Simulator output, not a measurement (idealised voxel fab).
Herein follows the process module entitled voxel self aligned vias.
The cross-section on display is named cut; it measures 285 nm wide, and its cells are 5 nm squares.
If you're reading a cross-section in this doc, picture square cells in a grid; it comes to you as bands, top ones listed first down to the bottom, and a band can be one or more rows of cells.
For a band, the entry starts with two heights in nm, that of the top and then that of the bottom, and carries on with the band's materials in order from left to right, each alongside its width in nm; the word "throughout" beside a single material means it fills the band edge to edge, and "air" means empty space.
Where do heights start? At 0: under that level the wafer as delivered is made of one material only. And the lowest band has no floor; it just carries on downward, as in "0 nm and below".
When a width is written as two numbers, as in "30 to 40", the first number is the width in the top row of cells of the band and the second is the width in its bottom row, and the width changes by the same amount from each row to the next.
Step marked "identical to before"? Then no cell in the cross-section changed in it.
Any empty space of 8 cells or more lacking an open way to the top shows up in "Enclosed void listing" as width x height at distance, distance from the left edge, in nm.
Past the settings on a step's line: simulator remark, on that step.
"overlay nm" answers the question of how far to the right of plan the mask lay on a step that has a mask, and when it is negative the answer is to the left.

# List of planned process steps
1 RECEIVE | material Si
2 CONFORMAL_DEP | material SiO2 | thk nm 5
3 CONFORMAL_DEP | material SiCN | thk nm 5
4 DIRECTIONAL_DEP | material lowk | thk nm 20
5 DIRECTIONAL_DEP | material aC | thk nm 15
6 PATTERN | tone open | mask id LINES | material resist | width nm 25 | pitch nm 55 | thk nm 35 | overlay nm 0
7 DIRECTIONAL_ETCH | etch materials aC | depth nm 15
8 STRIP | etch materials resist
9 DIRECTIONAL_ETCH | etch materials lowk | depth nm 20
10 STRIP | etch materials aC
11 CONFORMAL_DEP | material TiN | thk nm 5
12 FILL_DEP | material Ru | thk nm 10
13 CMP | height nm 35
14 SELECTIVE_ETCH | etch materials W Ru TiN | depth nm 10
15 FILL_DEP | material SiN | thk nm 10
16 CMP | height nm 35
17 DIRECTIONAL_DEP | material lowk | thk nm 15
18 DIRECTIONAL_DEP | material aC | thk nm 15
19 PATTERN | tone open | mask id VIAS | material resist | width nm 35 | pitch nm 110 | thk nm 35 | overlay nm 0
20 DIRECTIONAL_ETCH | etch materials aC | depth nm 15
21 STRIP | etch materials resist
22 DIRECTIONAL_ETCH | etch materials lowk | depth nm 15
23 DIRECTIONAL_ETCH | etch materials SiN | depth nm 10
24 STRIP | etch materials aC
25 CONFORMAL_DEP | material TiN | thk nm 5
26 FILL_DEP | material W | thk nm 10
27 CMP | height nm 50
28 CONFORMAL_DEP | material SiN | thk nm 5
Same starting wafers, different thk nm at step 2. Plan value belongs to the first wafer.

# Cross-section of the first of several received wafers, showing its state after step 1
    0 nm and below  Si throughout
    Enclosed void listing: none

# At the end of the module, after its last step, step 28, the first of several wafers appears in cross-section as follows
    55 nm to 50 nm  SiN throughout
    50 nm to 35 nm  lowk=70, then TiN=5, then W=25, then TiN=5, then lowk=75, then TiN=5, then W=25, then TiN=5, then lowk=70
    35 nm to 30 nm  SiN=70, then TiN=10, then W=15, then TiN=10, then SiN=75, then TiN=10, then W=15, then TiN=10, then SiN=70
    30 nm to 25 nm  lowk=75, then TiN=25, then lowk=30, then SiN=25, then lowk=30, then TiN=25, then lowk=75
    25 nm to 15 nm  lowk=75, then TiN=5, then Ru=15, then TiN=5, then lowk=30, then TiN=5, then Ru=15, then TiN=5, then lowk=30, then TiN=5, then Ru=15, then TiN=5, then lowk=75
    15 nm to 10 nm  lowk=75, then TiN=25, then lowk=30, then TiN=25, then lowk=30, then TiN=25, then lowk=75
    10 nm to 5 nm  SiCN throughout
    5 nm to 0 nm  SiO2 throughout
    0 nm and below  Si throughout
    Enclosed void listing: none

# Final wafer cross-section at module end
    55 nm to 50 nm  SiN throughout
    50 nm to 40 nm  lowk=70, then TiN=5, then W=25, then TiN=5, then lowk=75, then TiN=5, then W=25, then TiN=5, then lowk=70
    40 nm to 35 nm  lowk=70, then TiN=10, then W=15, then TiN=10, then lowk=75, then TiN=10, then W=15, then TiN=10, then lowk=70
    35 nm to 30 nm  lowk=75, then TiN=25, then lowk=30, then SiN=25, then lowk=30, then TiN=25, then lowk=75
    30 nm to 25 nm  SiCN throughout
    25 nm to 0 nm  SiO2 throughout
    0 nm and below  Si throughout
    Enclosed void listing: none

# Row per wafer, end-of-module: cell gain (+)/loss (-) by material since the wafer came in, then closed voids
thk nm 5, +18 Ru, +57 SiCN, +105 SiN, +57 SiO2, +57 TiN, +36 W, +297 lowk, Enclosed void listing: none
thk nm 10, +9 Ru, +57 SiCN, +67 SiN, +114 SiO2, +51 TiN, +32 W, +297 lowk, Enclosed void listing: none
thk nm 15, +57 SiCN, +67 SiN, +171 SiO2, +45 TiN, +32 W, +255 lowk, Enclosed void listing: none
thk nm 20, +57 SiCN, +67 SiN, +228 SiO2, +30 TiN, +32 W, +213 lowk, Enclosed void listing: none
thk nm 25, +57 SiCN, +62 SiN, +285 SiO2, +26 TiN, +26 W, +171 lowk, Enclosed void listing: none
